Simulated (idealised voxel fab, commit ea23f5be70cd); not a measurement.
Presented below is a process module, voxel air gaps.
The cross-section shown here is cut; it is 250 nm wide and divided into square cells measuring 5 nm on a side.
Cross-section = grid of square cells, listed top down in bands; band = one or more rows. What a band's entry tells you: where the top is and where the bottom is, as heights in nm, and after that what lies inside, material by material from left to right, each with its width in nm. Empty space is written as the word "air", and a single material marked with the word "all across" occupies the band from edge to edge. Heights are reckoned from 0. Under this level, the received wafer is all of one material. The bottommost band is open-ended downward, for example "z 0 and below". When a width is written as two numbers, as in "30..40", the first number is the width in the top row of cells of the band and the second is the width in its bottom row, and the width changes by the same amount from each row to the next. You'll sometimes find "nothing different" written for a step, and that's the way of saying that nowhere in the cross-section did a cell change during that step. Entry "Voids, fully enclosed" = empty spaces >= 8 cells with no open way to the top; each as width x height at distance, distance from left edge, all nm. Note: text after step settings on the step line = simulator remark on that step. Steps that use a mask can have "overlay nm" on their line. It says how far the mask sat to the right of where it was meant to be. Negative means to the left.
### Steps in the process plan
1. RECEIVE,material Si
2. CONFORMAL_DEP,material SiO2,thk nm 10
3. CONFORMAL_DEP,material SiN,thk nm 5
4. DIRECTIONAL_DEP,material SiO2,thk nm 35
5. DIRECTIONAL_DEP,material aC,thk nm 10
6. PATTERN,tone open,mask id LINES,material resist,width nm 15,pitch nm 45,thk nm 25,overlay nm 0
7. DIRECTIONAL_ETCH,etch materials aC,depth nm 10
8. STRIP,etch materials resist
9. DIRECTIONAL_ETCH,etch materials SiO2,depth nm 35
10. STRIP,etch materials aC
11. CONFORMAL_DEP,material TiN,thk nm 5
12. FILL_DEP,material W,thk nm 5
13. CMP,height nm 50
14. EPI,material Ru,thk nm 10
15. SELECTIVE_ETCH,etch materials SiO2,depth nm 45
16. CONFORMAL_DEP,material SiN,thk nm 5
### Step 1 complete: cross-section of the wafer as received
z 0 and below: Si all across
Voids, fully enclosed: none
### The first of two wafers, cross-sectioned at the end of the module, with the run proceeding as planned
z 65 to 60: 55 nm air, 135 nm SiN, 60 nm air
z 60 to 50: 55 nm air, 5 nm SiN, 35 nm Ru, 10 nm SiN, 35 nm Ru, 10 nm SiN, 35 nm Ru, 5 nm SiN, 60 nm air
z 50 to 45: 55 nm air, 15 nm SiN, 5 nm TiN, 5 nm W, 5 nm TiN, 30 nm SiN, 5 nm TiN, 5 nm W, 5 nm TiN, 30 nm SiN, 5 nm TiN, 5 nm W, 5 nm TiN, 15 nm SiN, 60 nm air
z 45 to 20: 65 nm air, 5 nm SiN, 5 nm TiN, 5 nm W, 5 nm TiN, 5 nm SiN, 20 nm air, 5 nm SiN, 5 nm TiN, 5 nm W, 5 nm TiN, 5 nm SiN, 20 nm air, 5 nm SiN, 5 nm TiN, 5 nm W, 5 nm TiN, 5 nm SiN, 70 nm air
z 20 to 15: 70 nm SiN, 15 nm TiN, 30 nm SiN, 15 nm TiN, 30 nm SiN, 15 nm TiN, 75 nm SiN
z 15 to 10: SiN all across
z 10 to 0: SiO2 all across
z 0 and below: Si all across
Voids, fully enclosed: 20 x 25 at 90; 20 x 25 at 135
### Cross-sectional image of the second wafer of the two following completion of the module. Starting state and process plan were the same as for the first wafer; one execution error occurred
z 55 to 45: SiN all across
z 45 to 0: SiO2 all across
z 0 and below: Si all across
Voids, fully enclosed: none
So what did we get wrong on this run? ran 3 and 4 in swapped order versus the plan
Looking at both finished wafers in cells, the second ends up ahead of or behind the first on some materials: -42 Ru | -78 SiN | +350 SiO2 | -45 TiN | -18 W
In the final state there are 2 closed voids in the first wafer, compared with 0 in the second wafer.
